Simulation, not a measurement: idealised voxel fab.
Process module heading - voxel fin reveal
For reference, the cross-section in this document is cut, with width 275 nm and square cells of 5 nm.
Notation: cross-section as square-cell grid; stated in bands, top first, going down; one or more cell rows per band.
Band: top and bottom heights (nm) first, top before bottom; then materials from left to right, widths in nm. "throughout" marks a sole material filling the band edge to edge. "air" denotes empty space.
Where do heights start? At 0: under that level the wafer as delivered is made of one material only. And the lowest band has no floor; it just carries on downward, as in "0 nm and below".
A width given as "30->40" starts at the first number in the band's top row and ends at the second number in its bottom row, shifting by an equal amount at every step from row to row.
Key: "all unchanged" - step with no changed cell in the cross-section.
For the entry "Fully closed voids", the listed items are empty spaces with no open way to the top whose size is 8 cells or more; each item follows the pattern width x height at distance, where distance is from the left edge and all three are in nm.
Where a step's line continues beyond its settings, the continuation is a remark by the simulator itself on that step.
A step's line can hold "overlay nm"; with a mask on that step, the setting says how far right of the planned place the mask lay, while a negative setting says it lay to the left.
Steps planned for the process
1) RECEIVE, material Si
2) CONFORMAL_DEP, material SiN, thk nm 5
3) MASKED_ETCH, tone cover, mask id FINS, width nm 15, pitch nm 40, etch materials SiN, depth nm 5, overlay nm 0
4) MASKED_ETCH, tone cover, mask id FINS, width nm 15, pitch nm 40, etch materials Si, depth nm 30, overlay nm 0
5) OXIDIZE, depth nm 5
6) FILL_DEP, material SiO2, thk nm 15
7) CMP, height nm 5
8) SELECTIVE_ETCH, etch materials SiO2, depth nm 15
9) STRIP, etch materials SiN
10) CONFORMAL_DEP, material SiO2, thk nm 5
As-received state of the wafer in cross-section, equivalent to post-step 1
> 0 nm and below  Si throughout
> Fully closed voids: none
Wafer cross-section at module end: first of two, run to plan
> 5 nm to 0 nm  air=110, SiO2=15, air=25, SiO2=15, air=110
> 0 nm to -5 nm  air=110, SiO2=5, Si=5, SiO2=5, air=25, SiO2=5, Si=5, SiO2=5, air=110
> -5 nm to -35 nm  SiO2=115, Si=5, SiO2=35, Si=5, SiO2=115
> -35 nm and below  Si throughout
> Fully closed voids: none
The second wafer, shown in cross-section after the module: started the same way as the first and given the same plan, yet one mistake crept into how it was run
> 10 nm to 5 nm  air=105, SiO2=25, air=15, SiO2=25, air=105
> 5 nm to 0 nm  air=105, SiO2=5, SiN=15, SiO2=5, air=15, SiO2=5, SiN=15, SiO2=5, air=105
> 0 nm to -5 nm  air=105, SiO2=10, Si=5, SiO2=10, air=15, SiO2=10, Si=5, SiO2=10, air=105
> -5 nm to -30 nm  air=110, SiO2=5, Si=5, SiO2=5, air=25, SiO2=5, Si=5, SiO2=5, air=110
> -30 nm to -35 nm  SiO2=115, Si=5, SiO2=35, Si=5, SiO2=115
> -35 nm and below  Si throughout
> Fully closed voids: none
Processing error: step 9 off recipe, ran as STRIP, etch materials SiO2
Bottom line after processing is that, in cells, the second wafer is up or down on some materials versus the first: SiN +6, SiO2 -233
